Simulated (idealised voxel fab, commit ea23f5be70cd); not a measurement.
This is a process module. Its name is voxel double patterning.
Xsec cut, 255 nm wide, square cell size 5 nm.
Cross-section format: a grid of square cells, given as bands from top to bottom; each band is one or more rows of cells.
Basically the band line says how high the top is and how high the bottom is, in nm, and then what's in it from left to right, every material with its width in nm. Empty space shows up as "empty", and if a single material carries "full width" it runs the full band edge to edge.
Heights are expressed relative to 0, this being the level below which the as-received wafer comprises one material exclusively. The lowest band is unbounded in the downward direction and is denoted as in "0 and below".
The width entry "30 to 40" should be interpreted row by row: the top row of cells in the band takes the first number, the bottom row takes the second number, and the change between adjacent rows is uniform throughout.
Key: "nothing different" - step with no changed cell in the cross-section.
Closed empty spaces (no open way to the top) of 8 cells or more are what "Enclosed voids" lists, each as width x height at distance from the left edge, nm for all three.
Heads up: the bit after the settings on a step's line is the simulator's remark on that step.
The setting "overlay nm" may be written on the line of a step. When the step uses a mask, the value reports how far to the right of the planned place the mask lay, and a negative value reports that it lay to the left.
## Here's what the planned process steps look like
1) RECEIVE, material Si
2) CONFORMAL_DEP, material SiO2, thk nm 10
3) DIRECTIONAL_DEP, material polySi, thk nm 15
4) DIRECTIONAL_DEP, material SiCN, thk nm 5
5) DIRECTIONAL_DEP, material aC, thk nm 15
6) PATTERN, tone open, mask id FIRST, material resist, width nm 15, pitch nm 50, thk nm 30, overlay nm 0
7) DIRECTIONAL_ETCH, etch materials aC, depth nm 15
8) STRIP, etch materials resist
9) DIRECTIONAL_ETCH, etch materials SiCN, depth nm 5
10) STRIP, etch materials aC
11) MASKED_ETCH, tone open, mask id SECOND, width nm 15, pitch nm 50, etch materials SiCN, depth nm 5, overlay nm 0
12) DIRECTIONAL_ETCH, etch materials polySi, depth nm 15
13) STRIP, etch materials SiCN
## Cross-section of the wafer upon arrival, representing the state reached after step 1
	0 and below  Si full width
	Enclosed voids: none
## Wafer at module end, in section. Began as above, planned as above, run with one mistake
	25 down to 10  empty 70 nm  polySi 15 nm  empty 35 nm  polySi 15 nm  empty 35 nm  polySi 15 nm  empty 70 nm
	10 down to 0  SiO2 full width
	0 and below  Si full width
	Enclosed voids: none
Processing error: rather than as planned, step 6 actually ran as PATTERN, tone cover, mask id FIRST, material resist, width nm 15, pitch nm 50, thk nm 30, overlay nm 0
